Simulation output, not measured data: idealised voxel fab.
Title: Process Module voxel fin reveal
Xsec cut, 155 nm wide, square cell size 5 nm.
Bands, listed from the top down, are how a cross-section gets written in this document; the cross-section itself is a grid of square cells, and a band is one or more rows of them.
A band entry consists of two parts. The first gives the height of the band's top and the height of its bottom, in nm. The rest lists the band's materials from left to right, each with its width in nm. A single material labelled with the word "everywhere" fills the band from edge to edge, and the word "blank" marks empty space.
Counting heights begins at 0, where everything beneath is, in the wafer as received, one material. The lowest band has no bottom; it goes on downwards, as "from 0 down" shows.
Graded width ("30..40"): value in top row of band = first number; value in bottom row = second number; row-to-row change constant.
When a step is marked "nothing got changed", none of the cells in the cross-section changed during that step.
"Enclosed void catalog": empty spaces of 8 cells or more with no open way to the top, each given as width x height at distance, distance from the left edge, all in nm.
Where a step's line continues beyond its settings, the continuation is a remark by the simulator itself on that step.
overlay nm: for a step with a mask, the amount by which the mask lay right of where it was planned; a negative amount means left of it.
### Process steps foreseen in the plan
- 1: RECEIVE | material Si
- 2: CONFORMAL_DEP | material SiN | thk nm 10
- 3: DIRECTIONAL_DEP | material aC | thk nm 15
- 4: PATTERN | tone cover | mask id FINS | material resist | width nm 15 | pitch nm 40 | thk nm 30 | overlay nm 0
- 5: DIRECTIONAL_ETCH | etch materials aC | depth nm 15
- 6: STRIP | etch materials resist
- 7: DIRECTIONAL_ETCH | etch materials SiN | depth nm 10
- 8: DIRECTIONAL_ETCH | etch materials Si | depth nm 30
- 9: STRIP | etch materials aC
- 10: FILL_DEP | material SiO2 | thk nm 15
- 11: CMP | height nm 10
- 12: SELECTIVE_ETCH | etch materials SiO2 | depth nm 30
- 13: STRIP | etch materials SiN
- 14: CONFORMAL_DEP | material HfO2 | thk nm 5
### So this is the incoming wafer in cross-section - it's already been through step 1
  from 0 down | Si everywhere
  Enclosed void catalog: none
### a wafer at the end: this start, this plan, one mistake
  from 5 to 0 | HfO2: 55; blank: 5; HfO2: 35; blank: 5; HfO2: 55
  from 0 to -15 | Si: 50; HfO2: 5; blank: 5; HfO2: 5; Si: 25; HfO2: 5; blank: 5; HfO2: 5; Si: 50
  from -15 to -20 | Si: 50; HfO2: 15; Si: 25; HfO2: 15; Si: 50
  from -20 to -30 | Si: 50; SiO2: 15; Si: 25; SiO2: 15; Si: 50
  from -30 down | Si everywhere
  Enclosed void catalog: none
Deviation from plan: contrary to plan, step 4 was performed as PATTERN | tone open | mask id FINS | material resist | width nm 15 | pitch nm 40 | thk nm 30 | overlay nm 0
